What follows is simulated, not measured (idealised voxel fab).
Proc. module: voxel gate over fins
FYI the section here is cut, 165 nm wide, cells are 5 nm squares.
Bands, listed from the top down, are how a cross-section gets written in this document; the cross-section itself is a grid of square cells, and a band is one or more rows of them.
Within each band entry, the heights of the top and of the bottom of the band appear first, in that order and in nm; the materials of the band then follow from left to right, each with its corresponding width in nm. The designation "full width" on a single material indicates that it fills the band from edge to edge; the designation "empty" indicates empty space.
Measure heights from 0. That's the level where, below it, the as-received wafer is all one material. The lowest band is bottomless and extends downward; write it as in "top 0, no bottom".
It should be noted that a width expressed as "30->40" varies in equal increments from row to row of cells within the band, taking the value of the first number at the top row and that of the second number at the bottom row.
"nothing altered" (step): cross-section cells unchanged, all of them.
Enclosed voids (no open way to top), threshold 8 cells or more, entry "Enclosed cavities", notation width x height at distance, distance from left edge, nm.
If you see something after the settings on a step's line, that's the simulator's own remark about that step.
The "overlay nm" setting may appear on a step's line; for a step that uses a mask, it gives how far to the right of its planned position the mask lay, and a negative value indicates the left.
-- These are the steps we planned for the process
step 1: RECEIVE: material Si
step 2: CONFORMAL_DEP: material SiN, thk nm 5
step 3: MASKED_ETCH: tone cover, mask id FINS, width nm 15, pitch nm 55, etch materials SiN, depth nm 5, overlay nm 0
step 4: MASKED_ETCH: tone cover, mask id FINS, width nm 15, pitch nm 55, etch materials Si, depth nm 40, overlay nm 0
step 5: OXIDIZE: depth nm 5
step 6: FILL_DEP: material SiO2, thk nm 15
step 7: CMP: height nm 5
step 8: PATTERN: tone open, mask id RAIL, material resist, width nm 15, thk nm 15, overlay nm 0
step 9: DIRECTIONAL_ETCH: etch materials SiO2, depth nm 40
step 10: STRIP: etch materials resist
step 11: CONFORMAL_DEP: material TiN, thk nm 5
step 12: FILL_DEP: material W, thk nm 5
step 13: CMP: height nm 5
step 14: SELECTIVE_ETCH: etch materials W Ru TiN, depth nm 25
step 15: FILL_DEP: material SiO2, thk nm 5
step 16: CMP: height nm 5
step 17: SELECTIVE_ETCH: etch materials SiO2, depth nm 15
step 18: STRIP: etch materials SiN
step 19: CONFORMAL_DEP: material HfO2, thk nm 5
step 20: CONFORMAL_DEP: material TiN, thk nm 5
step 21: CONFORMAL_DEP: material TiAl, thk nm 5
step 22: CONFORMAL_DEP: material TiN, thk nm 5
step 23: FILL_DEP: material W, thk nm 15
step 24: CMP: height nm 30
step 25: CONFORMAL_DEP: material SiN, thk nm 5
-- First out of two wafers; run went to plan
-- Incoming wafer, cross-sectional view, post step 1
    top 0, no bottom = Si full width
    Enclosed cavities: none
-- Wafer section view after processing step 2
    top 5, bottom 0 = SiN full width
    For the remainder of the cross-section, below 0, there is no change.
-- Wafer section view after processing step 3
    top 5, bottom 0 = empty: 45, then SiN: 15, then empty: 40, then SiN: 15, then empty: 50
    For the remainder of the cross-section, below 0, there is no change.
-- Wafer section view after processing step 4
    top 5, bottom 0 = empty: 45, then SiN: 15, then empty: 40, then SiN: 15, then empty: 50
    top 0, bottom -40 = empty: 45, then Si: 15, then empty: 40, then Si: 15, then empty: 50
    For the remainder of the cross-section, below -40, there is no change.
-- Wafer section view after processing step 5
    top 5, bottom 0 = empty: 45, then SiN: 15, then empty: 40, then SiN: 15, then empty: 50
    top 0, bottom -40 = empty: 45, then SiO2: 5, then Si: 5, then SiO2: 5, then empty: 40, then SiO2: 5, then Si: 5, then SiO2: 5, then empty: 50
    top -40, bottom -45 = SiO2: 50, then Si: 5, then SiO2: 50, then Si: 5, then SiO2: 55
    For the remainder of the cross-section, below -45, there is no change.
-- Wafer section view after processing step 6
    top 20, bottom 5 = SiO2 full width
    top 5, bottom 0 = SiO2: 45, then SiN: 15, then SiO2: 40, then SiN: 15, then SiO2: 50
    top 0, bottom -45 = SiO2: 50, then Si: 5, then SiO2: 50, then Si: 5, then SiO2: 55
    For the remainder of the cross-section, below -45, there is no change.
-- Wafer section view after processing step 7
    top 5, bottom 0 = SiO2: 45, then SiN: 15, then SiO2: 40, then SiN: 15, then SiO2: 50
    For the remainder of the cross-section, below 0, there is no change.
-- Wafer section view after processing step 8
    top 20, bottom 5 = resist: 70, then empty: 15, then resist: 80
    For the remainder of the cross-section, below 5, there is no change.
-- Wafer section view after processing step 9
    top 20, bottom 5 = resist: 70, then empty: 15, then resist: 80
    top 5, bottom 0 = SiO2: 45, then SiN: 15, then SiO2: 10, then empty: 15, then SiO2: 15, then SiN: 15, then SiO2: 50
    top 0, bottom -35 = SiO2: 50, then Si: 5, then SiO2: 15, then empty: 15, then SiO2: 20, then Si: 5, then SiO2: 55
    For the remainder of the cross-section, below -35, there is no change.
-- Wafer section view after processing step 10
    top 5, bottom 0 = SiO2: 45, then SiN: 15, then SiO2: 10, then empty: 15, then SiO2: 15, then SiN: 15, then SiO2: 50
    For the remainder of the cross-section, below 0, there is no change.
-- Wafer section view after processing step 11
    top 10, bottom 5 = TiN: 75, then empty: 5, then TiN: 85
    top 5, bottom 0 = SiO2: 45, then SiN: 15, then SiO2: 10, then TiN: 5, then empty: 5, then TiN: 5, then SiO2: 15, then SiN: 15, then SiO2: 50
    top 0, bottom -30 = SiO2: 50, then Si: 5, then SiO2: 15, then TiN: 5, then empty: 5, then TiN: 5, then SiO2: 20, then Si: 5, then SiO2: 55
    top -30, bottom -35 = SiO2: 50, then Si: 5, then SiO2: 15, then TiN: 15, then SiO2: 20, then Si: 5, then SiO2: 55
    For the remainder of the cross-section, below -35, there is no change.
-- Wafer section view after processing step 12
    top 15, bottom 10 = W full width
    top 10, bottom 5 = TiN: 75, then W: 5, then TiN: 85
    top 5, bottom 0 = SiO2: 45, then SiN: 15, then SiO2: 10, then TiN: 5, then W: 5, then TiN: 5, then SiO2: 15, then SiN: 15, then SiO2: 50
    top 0, bottom -30 = SiO2: 50, then Si: 5, then SiO2: 15, then TiN: 5, then W: 5, then TiN: 5, then SiO2: 20, then Si: 5, then SiO2: 55
    For the remainder of the cross-section, below -30, there is no change.
-- Wafer section view after processing step 13
    top 5, bottom 0 = SiO2: 45, then SiN: 15, then SiO2: 10, then TiN: 5, then W: 5, then TiN: 5, then SiO2: 15, then SiN: 15, then SiO2: 50
    For the remainder of the cross-section, below 0, there is no change.
-- Wafer section view after processing step 14
    top 5, bottom 0 = SiO2: 45, then SiN: 15, then SiO2: 10, then empty: 15, then SiO2: 15, then SiN: 15, then SiO2: 50
    top 0, bottom -20 = SiO2: 50, then Si: 5, then SiO2: 15, then empty: 15, then SiO2: 20, then Si: 5, then SiO2: 55
    For the remainder of the cross-section, below -20, there is no change.
-- Wafer section view after processing step 15
    top 10, bottom 5 = SiO2 full width
    top 5, bottom 0 = SiO2: 45, then SiN: 15, then SiO2: 40, then SiN: 15, then SiO2: 50
    top 0, bottom -20 = SiO2: 50, then Si: 5, then SiO2: 50, then Si: 5, then SiO2: 55
    For the remainder of the cross-section, below -20, there is no change.
-- Wafer section view after processing step 16
    top 5, bottom 0 = SiO2: 45, then SiN: 15, then SiO2: 40, then SiN: 15, then SiO2: 50
    For the remainder of the cross-section, below 0, there is no change.
-- Wafer section view after processing step 17
    top 5, bottom 0 = empty: 45, then SiN: 15, then empty: 40, then SiN: 15, then empty: 50
    top 0, bottom -10 = empty: 50, then Si: 5, then empty: 50, then Si: 5, then empty: 55
    For the remainder of the cross-section, below -10, there is no change.
-- Wafer section view after processing step 18
    top 0, bottom -10 = empty: 50, then Si: 5, then empty: 50, then Si: 5, then empty: 55
    For the remainder of the cross-section, below -10, there is no change.
-- Wafer section view after processing step 19
    top 5, bottom 0 = empty: 45, then HfO2: 15, then empty: 40, then HfO2: 15, then empty: 50
    top 0, bottom -5 = empty: 45, then HfO2: 5, then Si: 5, then HfO2: 5, then empty: 40, then HfO2: 5, then Si: 5, then HfO2: 5, then empty: 50
    top -5, bottom -10 = HfO2: 50, then Si: 5, then HfO2: 50, then Si: 5, then HfO2: 55
    For the remainder of the cross-section, below -10, there is no change.
-- Wafer section view after processing step 20
    top 10, bottom 5 = empty: 40, then TiN: 25, then empty: 30, then TiN: 25, then empty: 45
    top 5, bottom 0 = empty: 40, then TiN: 5, then HfO2: 15, then TiN: 5, then empty: 30, then TiN: 5, then HfO2: 15, then TiN: 5, then empty: 45
    top 0, bottom -5 = TiN: 45, then HfO2: 5, then Si: 5, then HfO2: 5, then TiN: 40, then HfO2: 5, then Si: 5, then HfO2: 5, then TiN: 50
    For the remainder of the cross-section, below -5, there is no change.
-- Wafer section view after processing step 21
    top 15, bottom 10 = empty: 35, then TiAl: 35, then empty: 20, then TiAl: 35, then empty: 40
    top 10, bottom 5 = empty: 35, then TiAl: 5, then TiN: 25, then TiAl: 5, then empty: 20, then TiAl: 5, then TiN: 25, then TiAl: 5, then empty: 40
    top 5, bottom 0 = TiAl: 40, then TiN: 5, then HfO2: 15, then TiN: 5, then TiAl: 30, then TiN: 5, then HfO2: 15, then TiN: 5, then TiAl: 45
    For the remainder of the cross-section, below 0, there is no change.
-- Wafer section view after processing step 22
    top 20, bottom 15 = empty: 30, then TiN: 45, then empty: 10, then TiN: 45, then empty: 35
    top 15, bottom 10 = empty: 30, then TiN: 5, then TiAl: 35, then TiN: 5, then empty: 10, then TiN: 5, then TiAl: 35, then TiN: 5, then empty: 35
    top 10, bottom 5 = TiN: 35, then TiAl: 5, then TiN: 25, then TiAl: 5, then TiN: 20, then TiAl: 5, then TiN: 25, then TiAl: 5, then TiN: 40
    For the remainder of the cross-section, below 5, there is no change.
-- Wafer section view after processing step 23
    top 35, bottom 20 = W full width
    top 20, bottom 15 = W: 30, then TiN: 45, then W: 10, then TiN: 45, then W: 35
    top 15, bottom 10 = W: 30, then TiN: 5, then TiAl: 35, then TiN: 5, then W: 10, then TiN: 5, then TiAl: 35, then TiN: 5, then W: 35
    For the remainder of the cross-section, below 10, there is no change.
-- Wafer section view after processing step 24
    top 30, bottom 20 = W full width
    For the remainder of the cross-section, below 20, there is no change.
-- Wafer section view after processing step 25
    top 35, bottom 30 = SiN full width
    For the remainder of the cross-section, below 30, there is no change.
-- Wafer two. Same start, same plan, one slip in execution. Same as wafer one through step 20, inclusive
-- Second wafer shown in cross-section at the time step 21 was slated to end
    top 15, bottom 5 = empty: 35, then TiN: 35, then empty: 20, then TiN: 35, then empty: 40
    top 5, bottom 0 = TiN: 45, then HfO2: 15, then TiN: 40, then HfO2: 15, then TiN: 50
    For the remainder of the cross-section, below 0, there is no change.
-- Second wafer shown in cross-section at the time step 22 was slated to end
    top 20, bottom 15 = empty: 30, then TiAl: 45, then empty: 10, then TiAl: 45, then empty: 35
    top 15, bottom 10 = empty: 30, then TiAl: 5, then TiN: 35, then TiAl: 5, then empty: 10, then TiAl: 5, then TiN: 35, then TiAl: 5, then empty: 35
    top 10, bottom 5 = TiAl: 35, then TiN: 35, then TiAl: 20, then TiN: 35, then TiAl: 40
    For the remainder of the cross-section, below 5, there is no change.
-- Second wafer shown in cross-section at the time step 23 was slated to end
    top 35, bottom 20 = W full width
    top 20, bottom 15 = W: 30, then TiAl: 45, then W: 10, then TiAl: 45, then W: 35
    top 15, bottom 10 = W: 30, then TiAl: 5, then TiN: 35, then TiAl: 5, then W: 10, then TiAl: 5, then TiN: 35, then TiAl: 5, then W: 35
    For the remainder of the cross-section, below 10, there is no change.
-- Second wafer shown in cross-section at the time step 24 was slated to end
    top 30, bottom 20 = W full width
    For the remainder of the cross-section, below 20, there is no change.
-- Second wafer shown in cross-section at the time step 25 was slated to end
    top 35, bottom 30 = SiN full width
    For the remainder of the cross-section, below 30, there is no change.
Heads up, the wafer didn't run the way we planned it: steps 21 and 22 of the plan were run in the wrong order, each in the other's place
At the end, each material covers as many cells on the second wafer as it does on the first, though the cells it covers are elsewhere.
